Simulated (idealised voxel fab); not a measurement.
The document below concerns the process module designated voxel wiring stack.
We display cut, a cross-section 230 nm in width whose square cells are each 5 nm.
In this document a cross-section is written as a grid of square cells. It is given as a series of bands, listed from the top down, and a band is one or more rows of cells. Per band: top height and bottom height in nm, followed by the left-to-right materials and their widths in nm; "everywhere" marks a single material spanning edge to edge, "air" marks empty space. The level at which height equals 0 is the one under which the wafer, as it arrives, is entirely one material. No lower edge exists for the bottom band, which continues downward and is notated as in "top 0, no bottom". The notation "30..40" denotes a width that varies across the rows of cells in the band, beginning at the first number in the top row, finishing at the second number in the bottom row, and changing by an identical amount from each row to the next. "nothing was modified" means the step left every cell of the cross-section as it was. Enclosed internal cavities: empty space of 8 cells or more with no open way to the top, each as width x height at its distance from the left edge, in nm. Text after the settings on a step's line: the simulator's own remark on that step. overlay nm: on a step with a mask, how far right of its planned place the mask lay; negative means left.
-- Process steps foreseen in the plan
1,RECEIVE: material Si
2,CONFORMAL_DEP: material SiO2, thk nm 15
3,CONFORMAL_DEP: material SiN, thk nm 5
4,DIRECTIONAL_DEP: material lowk, thk nm 15
5,PATTERN: tone open, mask id METAL_1, material resist, width nm 20, pitch nm 50, thk nm 20, overlay nm 0
6,DIRECTIONAL_ETCH: etch materials lowk, depth nm 15
7,DIRECTIONAL_ETCH: etch materials SiN, depth nm 5
8,STRIP: etch materials resist
9,CONFORMAL_DEP: material TiN, thk nm 5
10,FILL_DEP: material W, thk nm 10
11,CMP: height nm 35
12,EPI: material Ru, thk nm 5
13,FILL_DEP: material SiCN, thk nm 5
14,DIRECTIONAL_DEP: material lowk, thk nm 30
15,PATTERN: tone open, mask id METAL_2_HOLES, material resist, width nm 15, pitch nm 50, thk nm 20, overlay nm 0
16,DIRECTIONAL_ETCH: etch materials lowk, depth nm 30
17,STRIP: etch materials resist
18,DIRECTIONAL_DEP: material aC, thk nm 15
19,PATTERN: tone open, mask id METAL_2, material resist, width nm 20, pitch nm 50, thk nm 30, overlay nm 0
20,DIRECTIONAL_ETCH: etch materials aC, depth nm 15
21,STRIP: etch materials resist
22,DIRECTIONAL_ETCH: etch materials lowk, depth nm 20
23,DIRECTIONAL_ETCH: etch materials SiCN, depth nm 5
24,STRIP: etch materials aC
25,CONFORMAL_DEP: material TiN, thk nm 5
26,FILL_DEP: material Cu, thk nm 5
27,CMP: height nm 75
28,CONFORMAL_DEP: material SiCN, thk nm 5
29,DIRECTIONAL_DEP: material lowk, thk nm 25
30,MASKED_ETCH: tone open, mask id METAL_3_HOLES, width nm 15, pitch nm 50, etch materials lowk, depth nm 25, overlay nm 0
31,DIRECTIONAL_DEP: material aC, thk nm 10
32,PATTERN: tone open, mask id METAL_3, material resist, width nm 20, pitch nm 50, thk nm 30, overlay nm 0
33,DIRECTIONAL_ETCH: etch materials aC, depth nm 10
34,STRIP: etch materials resist
35,DIRECTIONAL_ETCH: etch materials lowk, depth nm 15
36,DIRECTIONAL_ETCH: etch materials SiCN, depth nm 5
37,STRIP: etch materials aC
38,CONFORMAL_DEP: material TiN, thk nm 5
39,FILL_DEP: material Ru, thk nm 5
40,CMP: height nm 105
41,CONFORMAL_DEP: material SiN, thk nm 5
-- Received-state cross-section, reflecting completion of step 1
    top 0, no bottom  Si everywhere
    Enclosed internal cavities: none
-- Cross-sectional result after module completion. Note: starting condition and plan are unchanged from above; one processing mistake was made
    top 110, bottom 105  SiN everywhere
    top 105, bottom 95  lowk: 30, TiN: 5, Ru: 10, TiN: 5, lowk: 30, TiN: 5, Ru: 10, TiN: 5, lowk: 30, TiN: 5, Ru: 10, TiN: 5, lowk: 30, TiN: 5, Ru: 10, TiN: 5, lowk: 30
    top 95, bottom 85  lowk: 30, TiN: 5, Ru: 5, TiN: 10..5, lowk: 30..35, TiN: 5, Ru: 5, TiN: 10..5, lowk: 30..35, TiN: 5, Ru: 5, TiN: 10..5, lowk: 30..35, TiN: 5, Ru: 5, TiN: 10..5, lowk: 30..35
    top 85, bottom 80  lowk: 30, TiN: 15, lowk: 35, TiN: 15, lowk: 35, TiN: 15, lowk: 35, TiN: 15, lowk: 35
    top 80, bottom 75  SiCN: 35, TiN: 10, SiCN: 40, TiN: 10, SiCN: 40, TiN: 10, SiCN: 40, TiN: 10, SiCN: 35
    top 75, bottom 60  lowk: 30, TiN: 5, Cu: 10, TiN: 5, lowk: 30, TiN: 5, Cu: 10, TiN: 5, lowk: 30, TiN: 5, Cu: 10, TiN: 5, lowk: 30, TiN: 5, Cu: 10, TiN: 5, lowk: 30
    top 60, bottom 55  lowk: 30, TiN: 5, Cu: 5, TiN: 10, lowk: 30, TiN: 5, Cu: 5, TiN: 10, lowk: 30, TiN: 5, Cu: 5, TiN: 10, lowk: 30, TiN: 5, Cu: 5, TiN: 10, lowk: 30
    top 55, bottom 45  lowk: 30, TiN: 5, Cu: 5, TiN: 5, lowk: 35, TiN: 5, Cu: 5, TiN: 5, lowk: 35, TiN: 5, Cu: 5, TiN: 5, lowk: 35, TiN: 5, Cu: 5, TiN: 5, lowk: 35
    top 45, bottom 40  SiCN: 30, TiN: 15, SiCN: 35, TiN: 15, SiCN: 35, TiN: 15, SiCN: 35, TiN: 15, SiCN: 35
    top 40, bottom 35  SiCN: 25, Ru: 30, SiCN: 20, Ru: 30, SiCN: 20, Ru: 30, SiCN: 20, Ru: 30, SiCN: 25
    top 35, bottom 20  lowk: 30, TiN: 5, W: 10, TiN: 5, lowk: 30, TiN: 5, W: 10, TiN: 5, lowk: 30, TiN: 5, W: 10, TiN: 5, lowk: 30, TiN: 5, W: 10, TiN: 5, lowk: 30
    top 20, bottom 15  SiN: 30, TiN: 20, SiN: 30, TiN: 20, SiN: 30, TiN: 20, SiN: 30, TiN: 20, SiN: 30
    top 15, bottom 0  SiO2 everywhere
    top 0, no bottom  Si everywhere
    Enclosed internal cavities: none
So what did we get wrong on this run? step 32 was run on a setting that differed from the plan, and what really ran there is PATTERN: tone open, mask id METAL_3, material resist, width nm 15, pitch nm 50, thk nm 30, overlay nm 0
